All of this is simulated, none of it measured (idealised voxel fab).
The document below concerns the process module designated voxel fin reveal.
FYI the section here is cut, 190 nm wide, cells are 5 nm squares.
Cross-section = grid of square cells, listed top down in bands; band = one or more rows. In this notation a band is specified by the heights of its top and bottom, in that order and in nm, after which its materials appear from left to right, each paired with its width in nm. The word "edge to edge" attached to a single material means that material fills the band from edge to edge; the word "air" stands for empty space. A quick word on heights: they are counted from 0, and under that level the wafer as it came to us is one material throughout. The lowest band is different from the rest in having no bottom; it simply continues downward, written as in "0 and below". The two numbers in a width such as "30..40" mark its ends across the band: the first belongs to the top row of cells, the second to the bottom row, and from each row to the next the width moves by the same amount. "everything unchanged" (step): cross-section cells unchanged, all of them. Closed empty spaces (no open way to the top) of 8 cells or more are what "Enclosed void entries" lists, each as width x height at distance from the left edge, nm for all three. Past the settings on a step's line: simulator remark, on that step. overlay nm: mask right of planned place by this much (step with mask). Neg. = left.

## Set out below are the planned steps of the process
1: RECEIVE (material Si)
2: CONFORMAL_DEP (material SiN; thk nm 5)
3: MASKED_ETCH (tone cover; mask id FINS; width nm 15; pitch nm 45; etch materials SiN; depth nm 5; overlay nm 0)
4: MASKED_ETCH (tone cover; mask id FINS; width nm 15; pitch nm 45; etch materials Si; depth nm 40; overlay nm 0)
5: FILL_DEP (material SiO2; thk nm 15)
6: CMP (height nm 5)
7: SELECTIVE_ETCH (etch materials SiO2; depth nm 35)
8: STRIP (etch materials SiN)

## First wafer out of two, processed as planned

## As received (post step 1): cross-section
0 and below = Si edge to edge
Enclosed void entries: none

## The following cross-section depicts the wafer upon completion of step 2
5 down to 0 = SiN edge to edge
No changes below 0.

## The following cross-section depicts the wafer upon completion of step 3
5 down to 0 = 65 nm air, 15 nm SiN, 30 nm air, 15 nm SiN, 65 nm air
No changes below 0.

## The following cross-section depicts the wafer upon completion of step 4
5 down to 0 = 65 nm air, 15 nm SiN, 30 nm air, 15 nm SiN, 65 nm air
0 down to -40 = 65 nm air, 15 nm Si, 30 nm air, 15 nm Si, 65 nm air
No changes below -40.

## The following cross-section depicts the wafer upon completion of step 5
20 down to 5 = SiO2 edge to edge
5 down to 0 = 65 nm SiO2, 15 nm SiN, 30 nm SiO2, 15 nm SiN, 65 nm SiO2
0 down to -40 = 65 nm SiO2, 15 nm Si, 30 nm SiO2, 15 nm Si, 65 nm SiO2
No changes below -40.

## The following cross-section depicts the wafer upon completion of step 6
5 down to 0 = 65 nm SiO2, 15 nm SiN, 30 nm SiO2, 15 nm SiN, 65 nm SiO2
No changes below 0.

## The following cross-section depicts the wafer upon completion of step 7
5 down to 0 = 65 nm air, 15 nm SiN, 30 nm air, 15 nm SiN, 65 nm air
0 down to -30 = 65 nm air, 15 nm Si, 30 nm air, 15 nm Si, 65 nm air
No changes below -30.

## The following cross-section depicts the wafer upon completion of step 8
0 down to -30 = 65 nm air, 15 nm Si, 30 nm air, 15 nm Si, 65 nm air
No changes below -30.

## It is to be noted that the second wafer proceeded from the same initial state and according to the same plan as the first, although one mistake was committed in its execution; through step 7, inclusive, the two wafers share an identical history

Cross-section of the second wafer when, according to plan, step 8 should have finished: everything unchanged
Misprocessing identified: it should be noted that step 8 of the plan was omitted and was not performed
Looking at both finished wafers in cells, the second ends up ahead of or behind the first on some materials: SiN +6
